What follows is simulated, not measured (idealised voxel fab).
This is a process module. Its name is voxel gate over fins.
285 nm wide, 5 nm square cells: that's cross-section cut.
The cross-sections in this document take the form of a grid made of square cells. They are written out as bands, in order from top to bottom. Each band consists of one or more rows of cells.
Within each band entry, the heights of the top and of the bottom of the band appear first, in that order and in nm; the materials of the band then follow from left to right, each with its corresponding width in nm. The designation "edge to edge" on a single material indicates that it fills the band from edge to edge; the designation "air" indicates empty space.
We count height from 0. Below that, the starting wafer is all one material. The lowest band never ends at the bottom but goes on down; see "0 -> down" for how that is written.
The expression "30 to 40" gives the width at the extremes of the band, the first number at its top row of cells and the second at its bottom row, with the width changing by equal amounts from each row to the next in between.
Given "remained unchanged" for a step, no cell of the cross-section differs between before and after that step.
In the "Enclosed cavity list" entry, you get each enclosed empty space of 8 cells or more, one with no open way to the top, written width x height at distance, distance from the left edge, in nm.
after a step's settings: what the simulator itself notes on the step
When a step includes a mask, the "overlay nm" setting on its line states how far to the right of its planned place that mask lay, and negative values state how far to the left.
Listed below are the process steps as planned:
| 1 | RECEIVE (material Si) |
| 2 | CONFORMAL_DEP (material SiN; thk nm 5) |
| 3 | DIRECTIONAL_DEP (material aC; thk nm 15) |
| 4 | PATTERN (tone cover; mask id FINS; material resist; width nm 15; pitch nm 50; thk nm 30; overlay nm 0) |
| 5 | DIRECTIONAL_ETCH (etch materials aC; depth nm 15) |
| 6 | STRIP (etch materials resist) |
| 7 | DIRECTIONAL_ETCH (etch materials SiN; depth nm 5) |
| 8 | DIRECTIONAL_ETCH (etch materials Si; depth nm 40) |
| 9 | STRIP (etch materials aC) |
| 10 | FILL_DEP (material SiO2; thk nm 10) |
| 11 | CMP (height nm 5) |
| 12 | DIRECTIONAL_DEP (material aC; thk nm 15) |
| 13 | PATTERN (tone open; mask id RAIL; material resist; width nm 15; thk nm 35; overlay nm 0) |
| 14 | DIRECTIONAL_ETCH (etch materials aC; depth nm 15) |
| 15 | STRIP (etch materials resist) |
| 16 | DIRECTIONAL_ETCH (etch materials SiO2; depth nm 40) |
| 17 | STRIP (etch materials aC) |
| 18 | CONFORMAL_DEP (material TiN; thk nm 5) |
| 19 | FILL_DEP (material W; thk nm 5) |
| 20 | CMP (height nm 5) |
| 21 | SELECTIVE_ETCH (etch materials W Ru TiN; depth nm 20) |
| 22 | FILL_DEP (material SiO2; thk nm 5) |
| 23 | CMP (height nm 5) |
| 24 | SELECTIVE_ETCH (etch materials SiO2; depth nm 15) |
| 25 | STRIP (etch materials SiN) |
| 26 | CONFORMAL_DEP (material HfO2; thk nm 5) |
| 27 | CONFORMAL_DEP (material TiN; thk nm 5) |
| 28 | CONFORMAL_DEP (material TiAl; thk nm 5) |
| 29 | CONFORMAL_DEP (material TiN; thk nm 5) |
| 30 | FILL_DEP (material W; thk nm 10) |
| 31 | CMP (height nm 25) |
| 32 | CONFORMAL_DEP (material SiN; thk nm 10) |
As-received wafer cross-section (after step 1):
    0 -> down | Si edge to edge
    Enclosed cavity list: none
The first of the two wafers as seen in cross-section once the module was finished; processing followed the plan:
    35 -> 25 | SiN edge to edge
    25 -> 20 | W edge to edge
    20 -> 15 | W (65)  TiN (155)  W (65)
    15 -> 10 | W (65)  TiN (5)  TiAl (45)  TiN (5)  TiAl (45)  TiN (5)  TiAl (45)  TiN (5)  W (65)
    10 -> 5 | TiN (70)  TiAl (5)  TiN (35)  TiAl (5)  TiN (5)  TiAl (5)  TiN (35)  TiAl (5)  TiN (5)  TiAl (5)  TiN (35)  TiAl (5)  TiN (70)
    5 -> 0 | TiAl (75)  TiN (5)  HfO2 (25)  TiN (5)  TiAl (15)  TiN (5)  HfO2 (25)  TiN (5)  TiAl (15)  TiN (5)  HfO2 (25)  TiN (5)  TiAl (75)
    0 -> -5 | TiN (80)  HfO2 (5)  Si (15)  HfO2 (5)  TiN (25)  HfO2 (5)  Si (15)  HfO2 (5)  TiN (25)  HfO2 (5)  Si (15)  HfO2 (5)  TiN (80)
    -5 -> -10 | HfO2 (85)  Si (15)  HfO2 (35)  Si (15)  HfO2 (35)  Si (15)  HfO2 (85)
    -10 -> -15 | SiO2 (85)  Si (15)  SiO2 (35)  Si (15)  SiO2 (35)  Si (15)  SiO2 (85)
    -15 -> -30 | SiO2 (85)  Si (15)  SiO2 (10)  TiN (5)  W (5)  TiN (5)  SiO2 (10)  Si (15)  SiO2 (35)  Si (15)  SiO2 (85)
    -30 -> -35 | SiO2 (85)  Si (15)  SiO2 (10)  TiN (15)  SiO2 (10)  Si (15)  SiO2 (35)  Si (15)  SiO2 (85)
    -35 -> -40 | SiO2 (85)  Si (15)  SiO2 (35)  Si (15)  SiO2 (35)  Si (15)  SiO2 (85)
    -40 -> down | Si edge to edge
    Enclosed cavity list: none
Cross-section at end of module for the second wafer of two, which matched the first in starting point and plan and differed by one mistake in its processing:
    35 -> 25 | SiN edge to edge
    25 -> 20 | W edge to edge
    20 -> 15 | TiN edge to edge
    15 -> 10 | TiAl edge to edge
    10 -> 5 | TiN edge to edge
    5 -> 0 | HfO2 (90)  TiN (5)  HfO2 (45)  TiN (5)  HfO2 (45)  TiN (5)  HfO2 (90)
    0 -> -5 | Si (85)  HfO2 (5)  TiN (5)  HfO2 (5)  Si (35)  HfO2 (5)  TiN (5)  HfO2 (5)  Si (35)  HfO2 (5)  TiN (5)  HfO2 (5)  Si (85)
    -5 -> -10 | Si (85)  HfO2 (15)  Si (35)  HfO2 (15)  Si (35)  HfO2 (15)  Si (85)
    -10 -> -40 | Si (85)  SiO2 (15)  Si (35)  SiO2 (15)  Si (35)  SiO2 (15)  Si (85)
    -40 -> down | Si edge to edge
    Enclosed cavity list: none
Here's what went sideways: the process deviated at step 4: the operation and settings actually run there were PATTERN (tone open; mask id FINS; material resist; width nm 15; pitch nm 50; thk nm 30; overlay nm 0)
The second wafer ends with more or fewer cells of some materials than the first, per final count: Si +312, SiO2 -222, TiAl -12, TiN -23, W -55
